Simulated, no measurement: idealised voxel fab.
Name of the process module below: voxel plated lines
FYI the section here is cut, 240 nm wide, cells are 5 nm squares.
Just so we're on the same page, the cross-sections are grids of square cells, and they're listed out in bands top to bottom, each band one or more rows deep. The band entry comprises the height of the band's top followed by the height of its bottom, expressed in nm, and subsequently the band's materials from left to right, each stated together with its width in nm. Where a single material is marked with the word "throughout", that material fills the band from edge to edge. The word "blank" represents empty space. Heights are measured from 0, the level below which the as-received wafer is all one material; the lowest band has no bottom and continues downward, written as in "z 0 and below". The notation "30 to 40" denotes a width that varies across the rows of cells in the band, beginning at the first number in the top row, finishing at the second number in the bottom row, and changing by an identical amount from each row to the next. You'll sometimes find "no modifications" written for a step, and that's the way of saying that nowhere in the cross-section did a cell change during that step. The entry "Fully closed voids" lists the empty spaces that cover at least 8 cells and have no open path to the top. Each is written as width x height at distance, where the distance is measured from the left edge and all three values are in nm. Note: text after step settings on the step line = simulator remark on that step. Steps that use a mask can have "overlay nm" on their line. It says how far the mask sat to the right of where it was meant to be. Negative means to the left.

# This section lists the process steps that were planned
| 1 | RECEIVE: material Si |
| 2 | CONFORMAL_DEP: material SiN, thk nm 5 |
| 3 | DIRECTIONAL_DEP: material TiN, thk nm 5 |
| 4 | PATTERN: tone open, mask id LINES, material resist, width nm 15, pitch nm 35, thk nm 35, overlay nm 0 |
| 5 | EPI: material Ru, thk nm 5 |
| 6 | EPI: material Ru, thk nm 5 |
| 7 | EPI: material Ru, thk nm 10 |
| 8 | STRIP: etch materials resist |
| 9 | DIRECTIONAL_ETCH: etch materials TiN, depth nm 5 |
| 10 | CONFORMAL_DEP: material SiCN, thk nm 5 |

# Wafer at receipt (post step 1), cross-section
> z 0 and below | Si throughout
> Fully closed voids: none

# The plan above was carried out on the starting structure above with one mistake, and this cross-section shows the wafer at the end of the module
> z 30 to 10 | blank 95  Ru 15  blank 20  Ru 15  blank 95
> z 10 to 5 | blank 95  TiN 15  blank 20  TiN 15  blank 95
> z 5 to 0 | SiN throughout
> z 0 and below | Si throughout
> Fully closed voids: none
It is concluded that the wafer was processed incorrectly with respect to the plan, in that plan step 10 never ran because it was skipped
